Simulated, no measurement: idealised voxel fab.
Module name: voxel capacitor over wiring (process module)
In the cross-section labelled cut, the width is 265 nm and each square cell is 5 nm.
Heads up, the way a cross-section reads in here is a grid of square cells, handed over as bands from the top down, with every band being one or more rows of cells.
Each band's line starts with the height of the band's top and of its bottom, in nm. Then come its materials from left to right, each with its width in nm. One material with "throughout" fills the band from edge to edge. "blank" is empty space.
Zero point of the height axis is 0; under it, received wafer = one material. Lowest band: continues down indefinitely, "0 and below".
A two-number width, for instance "30 to 40", indicates that the width is equal to the first number in the top row of the band and to the second number in the bottom row, and that it changes by a constant amount per row of cells.
What does "nothing altered" mean for a step? It means no cell of the cross-section changed in that step.
In "Sealed void list" the enclosed voids are listed, meaning empty spaces of 8 cells or larger without any opening to the top. The form is width x height at distance, distance from the left edge, units nm.
On each step's line, the part that comes after the settings is the simulator's own comment on the step.
overlay nm: right-of-plan distance of the mask on a masked step; negative values mean left-of-plan.
# The process steps that were planned are listed below
1,op RECEIVE | material Si
2,op CONFORMAL_DEP | material SiO2 | thk nm 10
3,op DIRECTIONAL_DEP | material TiN | thk nm 5
4,op DIRECTIONAL_DEP | material W | thk nm 25
5,op DIRECTIONAL_DEP | material aC | thk nm 10
6,op PATTERN | tone cover | mask id METAL_1 | material resist | width nm 20 | pitch nm 80 | thk nm 25 | overlay nm 0
7,op DIRECTIONAL_ETCH | etch materials aC | depth nm 10
8,op STRIP | etch materials resist
9,op DIRECTIONAL_ETCH | etch materials W | depth nm 25
10,op DIRECTIONAL_ETCH | etch materials TiN | depth nm 5
11,op STRIP | etch materials aC
12,op CONFORMAL_DEP | material SiCN | thk nm 5
13,op FILL_DEP | material SiO2 | thk nm 10
14,op CMP | height nm 40
15,op CONFORMAL_DEP | material SiCN | thk nm 5
16,op DIRECTIONAL_DEP | material SiO2 | thk nm 20
17,op PATTERN | tone open | mask id PLUG_1 | material resist | width nm 15 | thk nm 20 | overlay nm 0
18,op DIRECTIONAL_ETCH | etch materials SiO2 | depth nm 20
19,op DIRECTIONAL_ETCH | etch materials SiCN | depth nm 5
20,op STRIP | etch materials resist
21,op EPI | material Ru | thk nm 10
22,op EPI | material Ru | thk nm 10
23,op EPI | material Ru | thk nm 5
24,op DIRECTIONAL_DEP | material TiN | thk nm 10
25,op DIRECTIONAL_DEP | material Al2O3 | thk nm 5
26,op DIRECTIONAL_DEP | material TiN | thk nm 10
27,op MASKED_ETCH | tone cover | mask id UPPER_PLATE | width nm 65 | etch materials TiN | depth nm 10 | overlay nm 0
28,op MASKED_ETCH | tone cover | mask id UPPER_PLATE | width nm 65 | etch materials Al2O3 | depth nm 5 | overlay nm 0
29,op PATTERN | tone cover | mask id LOWER_PLATE | material resist | width nm 75 | thk nm 20 | overlay nm 0
30,op DIRECTIONAL_ETCH | etch materials TiN | depth nm 10
31,op STRIP | etch materials resist
32,op FILL_DEP | material SiO2 | thk nm 20
33,op CMP | height nm 105
34,op MASKED_ETCH | tone open | mask id PLUG_2 | width nm 15 | etch materials SiO2 | depth nm 15 | overlay nm 0
35,op CONFORMAL_DEP | material TiN | thk nm 5
36,op FILL_DEP | material Ru | thk nm 10
37,op CMP | height nm 105
38,op CONFORMAL_DEP | material SiN | thk nm 5
# Cross-section of the wafer upon arrival, representing the state reached after step 1
> 0 and below: Si throughout
> Sealed void list: none
# Cross-section, first of two wafers, end of module, run as planned
> 110 down to 105: SiN throughout
> 105 down to 95: SiO2 95 nm; TiN 5 nm; Ru 5 nm; TiN 5 nm; SiO2 155 nm
> 95 down to 90: SiO2 95 nm; TiN 15 nm; SiO2 155 nm
> 90 down to 80: SiO2 85 nm; TiN 65 nm; SiO2 115 nm
> 80 down to 75: SiO2 85 nm; Al2O3 65 nm; SiO2 115 nm
> 75 down to 65: SiO2 80 nm; TiN 75 nm; SiO2 110 nm
> 65 down to 45: SiO2 85 nm; Ru 15 nm; SiO2 165 nm
> 45 down to 40: SiCN 85 nm; Ru 15 nm; SiCN 165 nm
> 40 down to 15: SiO2 75 nm; SiCN 5 nm; W 20 nm; SiCN 5 nm; SiO2 50 nm; SiCN 5 nm; W 20 nm; SiCN 5 nm; SiO2 80 nm
> 15 down to 10: SiCN 80 nm; TiN 20 nm; SiCN 60 nm; TiN 20 nm; SiCN 85 nm
> 10 down to 0: SiO2 throughout
> 0 and below: Si throughout
> Sealed void list: none
# Cross-sectional view of the second of two wafers upon completion of the module. This wafer shared its starting condition and process plan with the first; one error was made during its execution
> 110 down to 105: SiN throughout
> 105 down to 100: TiN 100 nm; Ru 5 nm; TiN 160 nm
> 100 down to 95: SiO2 95 nm; TiN 5 nm; Ru 5 nm; TiN 5 nm; SiO2 155 nm
> 95 down to 90: SiO2 95 nm; TiN 15 nm; SiO2 155 nm
> 90 down to 80: SiO2 85 nm; TiN 65 nm; SiO2 115 nm
> 80 down to 75: SiO2 85 nm; Al2O3 65 nm; SiO2 115 nm
> 75 down to 65: SiO2 80 nm; TiN 75 nm; SiO2 110 nm
> 65 down to 45: SiO2 85 nm; Ru 15 nm; SiO2 165 nm
> 45 down to 40: SiCN 85 nm; Ru 15 nm; SiCN 165 nm
> 40 down to 15: SiO2 75 nm; SiCN 5 nm; W 20 nm; SiCN 5 nm; SiO2 50 nm; SiCN 5 nm; W 20 nm; SiCN 5 nm; SiO2 80 nm
> 15 down to 10: SiCN 80 nm; TiN 20 nm; SiCN 60 nm; TiN 20 nm; SiCN 85 nm
> 10 down to 0: SiO2 throughout
> 0 and below: Si throughout
> Sealed void list: none
What broke from the plan during processing? step 33 ran differently from the plan; actual operation with settings: op CMP | height nm 100
At the finish, the second wafer shows more or fewer cells for some materials than the first does: 50 fewer of SiO2 | 50 more of TiN
